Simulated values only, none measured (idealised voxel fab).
Module name: voxel double patterning (process module)
Section shown: cut. Width: 250 nm. Cell size: 5 nm, square.
Cross-section spec: square-cell grid; bands listed top down; each band is one or more rows. Quick guide to a band line: top height, bottom height (nm) up front; then every material left to right with its width in nm. Only one material and it's marked "throughout"? Then it fills the band edge to edge. And "blank" just means empty space. It should be noted that heights are counted from 0, beneath which the wafer as supplied is of one material throughout, and that the lowest band possesses no lower boundary but continues downward, as written in "top 0, no bottom". The expression "30 to 40" gives the width at the extremes of the band, the first number at its top row of cells and the second at its bottom row, with the width changing by equal amounts from each row to the next in between. Step note "no modifications" = no cross-section cell changed. Listed in "Closed void roster": every empty space of 8 or more cells without an open way to the top. Form: width x height at distance, the distance being from the left edge, all in nm. Heads up: the bit after the settings on a step's line is the simulator's remark on that step. What "overlay nm" on a step's line means: if the step has a mask, that mask lay this far to the right of its planned place, or, when the value is negative, to the left.

So here's the lineup of process steps we planned:
1) RECEIVE | material Si
2) CONFORMAL_DEP | material SiN | thk nm 5
3) DIRECTIONAL_DEP | material SiO2 | thk nm 20
4) DIRECTIONAL_DEP | material SiCN | thk nm 10
5) DIRECTIONAL_DEP | material aC | thk nm 15
6) PATTERN | tone open | mask id FIRST | material resist | width nm 15 | pitch nm 50 | thk nm 35 | overlay nm -15
7) DIRECTIONAL_ETCH | etch materials aC | depth nm 15
8) STRIP | etch materials resist
9) DIRECTIONAL_ETCH | etch materials SiCN | depth nm 10
10) STRIP | etch materials aC
11) MASKED_ETCH | tone open | mask id SECOND | width nm 15 | etch materials SiCN | depth nm 10 | overlay nm 0
12) DIRECTIONAL_ETCH | etch materials SiO2 | depth nm 20
13) STRIP | etch materials SiCN
Split variable: overlay nm, step 6. Plan value = first wafer. Wafers start alike.

Sectional view: first of several wafers, as received, after step 1:
- top 0, no bottom = Si throughout
- Closed void roster: none

Here's the first of several wafers in cross-section, end of the module, after the last step, step 13:
- top 25, bottom 5 = 75 nm SiO2 | 15 nm blank | 25 nm SiO2 | 25 nm blank | 110 nm SiO2
- top 5, bottom 0 = SiN throughout
- top 0, no bottom = Si throughout
- Closed void roster: none

Sectional view of the last wafer upon completion of the module:
- top 25, bottom 5 = 105 nm SiO2 | 25 nm blank | 25 nm SiO2 | 15 nm blank | 80 nm SiO2
- top 5, bottom 0 = SiN throughout
- top 0, no bottom = Si throughout
- Closed void roster: none

Here is how to read the rows: every wafer has a row, and it shows the wafer at the end of the module, giving for each material how many cells were gained (+) or lost (-) since the wafer was received, then listing its closed voids:
overlay nm -15; +50 SiN; +168 SiO2; Closed void roster: none
overlay nm -10; +50 SiN; +164 SiO2; Closed void roster: none
overlay nm -5; +50 SiN; +164 SiO2; Closed void roster: none
overlay nm 0; +50 SiN; +164 SiO2; Closed void roster: none
overlay nm 5; +50 SiN; +164 SiO2; Closed void roster: none
overlay nm 10; +50 SiN; +164 SiO2; Closed void roster: none
overlay nm 15; +50 SiN; +168 SiO2; Closed void roster: none
